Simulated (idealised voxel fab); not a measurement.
Herein follows the process module entitled voxel transistor to metal.
For reference, the cross-section in this document is cut, with width 205 nm and square cells of 5 nm.
Throughout this document, each cross-section is represented as a grid of square cells and is presented as a sequence of bands enumerated from the top downward, where a band comprises one or more rows of cells.
Quick guide to a band line: top height, bottom height (nm) up front; then every material left to right with its width in nm. Only one material and it's marked "throughout"? Then it fills the band edge to edge. And "air" just means empty space.
It should be noted that heights are counted from 0, beneath which the wafer as supplied is of one material throughout, and that the lowest band possesses no lower boundary but continues downward, as written in "z 0 and below".
Read "30 to 40" as a graded width: first number on top, second number at the bottom, same change between each pair of neighbouring rows.
You'll sometimes find "left unchanged" written for a step, and that's the way of saying that nowhere in the cross-section did a cell change during that step.
Enclosed voids (no open way to top), threshold 8 cells or more, entry "Non-vented voids", notation width x height at distance, distance from left edge, nm.
Anything after a step's settings on that line? It's the simulator's own note about the step.
If you see "overlay nm" on a step's line and that step has a mask, it's telling you how far right of where it was planned the mask ended up; a negative number means it went left instead.
-- The planned process steps are enumerated hereunder
1. RECEIVE (material Si)
2. OXIDIZE (depth nm 5)
3. CONFORMAL_DEP (material SiN; thk nm 10)
4. PATTERN (tone cover; mask id ACTIVE; material resist; width nm 110; thk nm 15; overlay nm 0)
5. DIRECTIONAL_ETCH (etch materials SiN; depth nm 10)
6. DIRECTIONAL_ETCH (etch materials SiO2; depth nm 5)
7. DIRECTIONAL_ETCH (etch materials Si; depth nm 35)
8. STRIP (etch materials resist)
9. OXIDIZE (depth nm 5)
10. FILL_DEP (material SiO2; thk nm 15)
11. CMP (height nm 10)
12. SELECTIVE_ETCH (etch materials SiO2; depth nm 10)
13. STRIP (etch materials SiN)
14. SELECTIVE_ETCH (etch materials SiO2; depth nm 5)
15. OXIDIZE (depth nm 5)
16. DIRECTIONAL_DEP (material polySi; thk nm 25)
17. DIRECTIONAL_DEP (material SiCN; thk nm 15)
18. MASKED_ETCH (tone cover; mask id GATE; width nm 20; etch materials SiCN; depth nm 25; overlay nm 0)
19. MASKED_ETCH (tone cover; mask id GATE; width nm 20; etch materials polySi; depth nm 35; overlay nm 0)
20. CONFORMAL_DEP (material SiN; thk nm 5)
21. DIRECTIONAL_ETCH (etch materials SiN; depth nm 5)
22. DIRECTIONAL_ETCH (etch materials SiO2; depth nm 5)
23. DIRECTIONAL_ETCH (etch materials Si; depth nm 5)
24. EPI (material pSi; thk nm 10)
25. FILL_DEP (material SiO2; thk nm 10)
26. CMP (height nm 35)
27. DIRECTIONAL_DEP (material SiO2; thk nm 10)
28. DIRECTIONAL_DEP (material aC; thk nm 15)
29. PATTERN (tone open; mask id CONTACT; material resist; width nm 15; pitch nm 75; thk nm 30; overlay nm 0)
30. DIRECTIONAL_ETCH (etch materials aC; depth nm 15)
31. STRIP (etch materials resist)
32. DIRECTIONAL_ETCH (etch materials SiO2; depth nm 50)
33. STRIP (etch materials aC)
34. CONFORMAL_DEP (material TiN; thk nm 5)
35. FILL_DEP (material W; thk nm 5)
36. CMP (height nm 45)
37. DIRECTIONAL_DEP (material TiN; thk nm 5)
38. DIRECTIONAL_DEP (material W; thk nm 25)
39. PATTERN (tone cover; mask id METAL_1; material resist; width nm 15; pitch nm 75; thk nm 15; overlay nm 0)
40. DIRECTIONAL_ETCH (etch materials W; depth nm 25)
41. DIRECTIONAL_ETCH (etch materials TiN; depth nm 5)
42. STRIP (etch materials resist)
43. FILL_DEP (material lowk; thk nm 10)
44. CMP (height nm 75)
45. CONFORMAL_DEP (material SiCN; thk nm 5)
46. DIRECTIONAL_DEP (material lowk; thk nm 35)
47. MASKED_ETCH (tone open; mask id METAL_2; width nm 15; pitch nm 75; etch materials lowk; depth nm 20; overlay nm 0)
48. MASKED_ETCH (tone open; mask id METAL_2_HOLES; width nm 15; pitch nm 75; etch materials lowk; depth nm 15; overlay nm 0)
49. MASKED_ETCH (tone open; mask id METAL_2_HOLES; width nm 15; pitch nm 75; etch materials SiCN; depth nm 5; overlay nm 0)
50. CONFORMAL_DEP (material TiN; thk nm 5)
51. FILL_DEP (material Cu; thk nm 5)
52. CMP (height nm 115)
53. CONFORMAL_DEP (material SiN; thk nm 5)
-- Cross-section: wafer on arrival = after step 1
* z 0 and below  Si throughout
* Non-vented voids: none
-- a wafer at the end: this start, this plan, one mistake
* z 120 to 115  SiN throughout
* z 115 to 80  lowk throughout
* z 80 to 75  SiCN throughout
* z 75 to 50  lowk=55; W=15; lowk=60; W=15; lowk=60
* z 50 to 45  lowk=55; TiN=15; lowk=60; TiN=15; lowk=60
* z 45 to 35  SiO2=55; TiN=5; W=5; TiN=5; SiO2=60; TiN=5; W=5; TiN=5; SiO2=60
* z 35 to 20  SiO2=55; TiN=5; W=5; TiN=5; SiO2=15; SiN=5; SiCN=20; SiN=5; SiO2=15; TiN=5; W=5; TiN=5; SiO2=60
* z 20 to 0  SiO2=55; TiN=5; W=5; TiN=5; SiO2=15; SiN=5; polySi=20; SiN=5; SiO2=15; TiN=5; W=5; TiN=5; SiO2=60
* z 0 to -5  SiO2=55; TiN=15; SiO2=5; pSi=10; SiN=5; polySi=20; SiN=5; pSi=10; SiO2=5; TiN=15; SiO2=60
* z -5 to -10  SiO2=45; pSi=40; SiO2=30; pSi=40; SiO2=50
* z -10 to -15  SiO2=50; pSi=35; Si=30; pSi=35; SiO2=55
* z -15 to -45  SiO2=50; Si=100; SiO2=55
* z -45 and below  Si throughout
* Non-vented voids: none
Plan not followed: the plan had its step 46 run twice
